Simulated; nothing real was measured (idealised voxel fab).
The following is a process module called voxel wiring stack.
This is section cut - it's 225 nm across, gridded in 5 nm square cells.
Heads up, the way a cross-section reads in here is a grid of square cells, handed over as bands from the top down, with every band being one or more rows of cells.
A band entry consists of two parts. The first gives the height of the band's top and the height of its bottom, in nm. The rest lists the band's materials from left to right, each with its width in nm. A single material labelled with the word "all across" fills the band from edge to edge, and the word "empty" marks empty space.
All heights in this document are referenced to 0, defined as the level beneath which the wafer, as received, consists entirely of one material. The lowest band is not bounded below; it extends indefinitely downward and is written in the form "from 0 down".
Note: "30..40" means the width goes from the first number (top row of the band) to the second number (bottom row) in equal steps per row of cells.
A step reported as "nothing changed" is a step in which no cell of the cross-section changed.
"Closed voids list": sealed empty spaces, 8 cells or more, no open way to top, listed width x height at distance, with distance from the left edge and width, height and distance in nm.
Anything after a step's settings on that line? It's the simulator's own note about the step.
overlay nm: how far to the right of its planned place the mask lay on this masked step (negative: to the left).

**These are the steps we planned for the process**
- 1: RECEIVE [material Si]
- 2: CONFORMAL_DEP [material SiO2] [thk nm 15]
- 3: DIRECTIONAL_DEP [material TiN] [thk nm 5]
- 4: DIRECTIONAL_DEP [material Ru] [thk nm 20]
- 5: MASKED_ETCH [tone cover] [mask id METAL_1] [width nm 20] [pitch nm 40] [etch materials Ru] [depth nm 20] [overlay nm 0]
- 6: MASKED_ETCH [tone cover] [mask id METAL_1] [width nm 20] [pitch nm 40] [etch materials TiN] [depth nm 5] [overlay nm 0]
- 7: FILL_DEP [material lowk] [thk nm 5]
- 8: CMP [height nm 40]
- 9: CONFORMAL_DEP [material SiCN] [thk nm 5]
- 10: DIRECTIONAL_DEP [material SiO2] [thk nm 20]
- 11: DIRECTIONAL_DEP [material aC] [thk nm 10]
- 12: PATTERN [tone open] [mask id PLUG_1] [material resist] [width nm 15] [thk nm 25] [overlay nm 0]
- 13: DIRECTIONAL_ETCH [etch materials aC] [depth nm 10]
- 14: STRIP [etch materials resist]
- 15: DIRECTIONAL_ETCH [etch materials SiO2] [depth nm 20]
- 16: DIRECTIONAL_ETCH [etch materials SiCN] [depth nm 5]
- 17: STRIP [etch materials aC]
- 18: CONFORMAL_DEP [material TiN] [thk nm 5]
- 19: FILL_DEP [material Ru] [thk nm 10]
- 20: CMP [height nm 65]
- 21: CONFORMAL_DEP [material SiN] [thk nm 5]
- 22: DIRECTIONAL_DEP [material SiO2] [thk nm 20]
- 23: DIRECTIONAL_DEP [material aC] [thk nm 15]
- 24: PATTERN [tone open] [mask id METAL_2] [material resist] [width nm 20] [pitch nm 40] [thk nm 30] [overlay nm 0]
- 25: DIRECTIONAL_ETCH [etch materials aC] [depth nm 15]
- 26: STRIP [etch materials resist]
- 27: DIRECTIONAL_ETCH [etch materials SiO2] [depth nm 20]
- 28: DIRECTIONAL_ETCH [etch materials SiN] [depth nm 5]
- 29: STRIP [etch materials aC]
- 30: CONFORMAL_DEP [material TiN] [thk nm 5]
- 31: FILL_DEP [material Cu] [thk nm 5]
- 32: CMP [height nm 90]
- 33: EPI [material Ru] [thk nm 5]
- 34: FILL_DEP [material SiCN] [thk nm 5]
- 35: DIRECTIONAL_DEP [material SiO2] [thk nm 30]
- 36: MASKED_ETCH [tone open] [mask id METAL_3_HOLES] [width nm 15] [etch materials SiO2] [depth nm 30] [overlay nm 0]
- 37: MASKED_ETCH [tone open] [mask id METAL_3] [width nm 20] [pitch nm 40] [etch materials SiO2] [depth nm 15] [overlay nm 0]
- 38: MASKED_ETCH [tone open] [mask id METAL_3] [width nm 20] [pitch nm 40] [etch materials SiCN] [depth nm 5] [overlay nm 0]
- 39: CONFORMAL_DEP [material TiN] [thk nm 5]
- 40: FILL_DEP [material Cu] [thk nm 10]
- 41: CMP [height nm 130]
- 42: CONFORMAL_DEP [material SiN] [thk nm 5]

**Cross-section: wafer on arrival = after step 1**
> from 0 down  Si all across
> Closed voids list: none

**End-of-module cross-section. Starting structure and process plan as above; one mistake made in running it**
> from 135 to 130  SiN all across
> from 130 to 120  SiO2 80 / TiN 5 / Cu 10 / TiN 5 / SiO2 20 / TiN 5 / Cu 10 / TiN 5 / SiO2 85
> from 120 to 115  SiO2 80 / TiN 5 / Cu 5 / TiN 10 / SiO2 20 / TiN 20 / SiO2 85
> from 115 to 100  SiO2 80 / TiN 5 / Cu 5 / TiN 5 / SiO2 130
> from 100 to 95  SiCN 80 / TiN 15 / SiCN 130
> from 95 to 90  SiCN 75 / Ru 30 / SiCN 10 / Ru 30 / SiCN 80
> from 90 to 70  SiO2 80 / TiN 5 / Cu 10 / TiN 5 / SiO2 20 / TiN 5 / Cu 10 / TiN 5 / SiO2 85
> from 70 to 65  SiN 80 / TiN 20 / SiN 20 / TiN 20 / SiN 85
> from 65 to 60  SiCN 80 / TiN 15 / SiCN 130
> from 60 to 40  SiO2 all across
> from 40 to 20  lowk 80 / Ru 20 / lowk 20 / Ru 20 / lowk 85
> from 20 to 15  lowk 80 / TiN 20 / lowk 20 / TiN 20 / lowk 85
> from 15 to 0  SiO2 all across
> from 0 down  Si all across
> Closed voids list: none
Plan not followed: ran 9 and 10 in swapped order versus the plan
